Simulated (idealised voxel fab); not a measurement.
A process module follows: voxel self aligned vias.
FYI the section here is cut, 215 nm wide, cells are 5 nm squares.
Cross-section layout: square cells on a grid; listed as bands, top to bottom; a band spans one or more cell rows.
Top, bottom (nm), then materials left to right with widths (nm); lone material tagged "all across" fills the whole band edge to edge; "blank" = empty space.
Beneath 0, the wafer as received is one material, and that level is where height counting begins. The lowest band goes on downward without a bottom; it is written like "z 0 and below".
With a width like "30 to 40", each row of cells in the band differs from the next by the same amount, the top row carrying the first number and the bottom row the second.
Step note "remained the same" = no cross-section cell changed.
The entry "Entrapped void list" lists the empty spaces that cover at least 8 cells and have no open path to the top. Each is written as width x height at distance, where the distance is measured from the left edge and all three values are in nm.
Formally, on a step line, whatever follows the settings is a remark that the simulator itself makes on the step.
overlay nm: step with mask; distance mask lay right of planned place; negative value = left of planned place.
Process steps - plan:
1. RECEIVE with material Si
2. CONFORMAL_DEP with material SiO2, thk nm 10
3. CONFORMAL_DEP with material SiCN, thk nm 5
4. DIRECTIONAL_DEP with material SiO2, thk nm 20
5. MASKED_ETCH with tone open, mask id LINES, width nm 20, pitch nm 45, etch materials SiO2, depth nm 20, overlay nm 0
6. CONFORMAL_DEP with material TiN, thk nm 5
7. FILL_DEP with material Ru, thk nm 10
8. CMP with height nm 35
9. SELECTIVE_ETCH with etch materials W Ru TiN, depth nm 5
10. FILL_DEP with material SiN, thk nm 5
11. CMP with height nm 35
12. DIRECTIONAL_DEP with material SiO2, thk nm 15
13. DIRECTIONAL_DEP with material aC, thk nm 15
14. PATTERN with tone open, mask id VIAS, material resist, width nm 30, thk nm 35, overlay nm 0
15. DIRECTIONAL_ETCH with etch materials aC, depth nm 15
16. STRIP with etch materials resist
17. DIRECTIONAL_ETCH with etch materials SiO2, depth nm 15
18. DIRECTIONAL_ETCH with etch materials SiN, depth nm 5
19. STRIP with etch materials aC
20. CONFORMAL_DEP with material TiN, thk nm 5
21. FILL_DEP with material W, thk nm 10
22. CMP with height nm 50
23. CONFORMAL_DEP with material SiN, thk nm 5
Incoming wafer in cross-section (state: after step 1):
z 0 and below: Si all across
Entrapped void list: none
Post-module cross-section of the first of two wafers (run per plan):
z 55 to 50: SiN all across
z 50 to 40: 70 SiO2 | 5 TiN | 20 W | 5 TiN | 115 SiO2
z 40 to 35: 70 SiO2 | 10 TiN | 10 W | 10 TiN | 115 SiO2
z 35 to 30: 75 SiO2 | 20 TiN | 25 SiO2 | 20 SiN | 75 SiO2
z 30 to 20: 75 SiO2 | 5 TiN | 10 Ru | 5 TiN | 25 SiO2 | 5 TiN | 10 Ru | 5 TiN | 75 SiO2
z 20 to 15: 75 SiO2 | 20 TiN | 25 SiO2 | 20 TiN | 75 SiO2
z 15 to 10: SiCN all across
z 10 to 0: SiO2 all across
z 0 and below: Si all across
Entrapped void list: none
Cross-section at end of module for the second wafer of two, which matched the first in starting point and plan and differed by one mistake in its processing:
z 55 to 50: SiN all across
z 50 to 35: 70 SiO2 | 5 TiN | 20 W | 5 TiN | 115 SiO2
z 35 to 30: 70 SiO2 | 30 TiN | 20 SiO2 | 20 SiN | 75 SiO2
z 30 to 20: 70 SiO2 | 10 TiN | 10 Ru | 10 TiN | 20 SiO2 | 5 TiN | 10 Ru | 5 TiN | 75 SiO2
z 20 to 15: 75 SiO2 | 20 TiN | 25 SiO2 | 20 TiN | 75 SiO2
z 15 to 10: SiCN all across
z 10 to 0: SiO2 all across
z 0 and below: Si all across
Entrapped void list: none
Plan not followed: plan step 17 was twice executed
It is noted that, at the conclusion of processing, the second wafer exhibits a higher or lower cell count for certain materials relative to the first: SiO2: 6 fewer | TiN: 4 more | W: 2 more
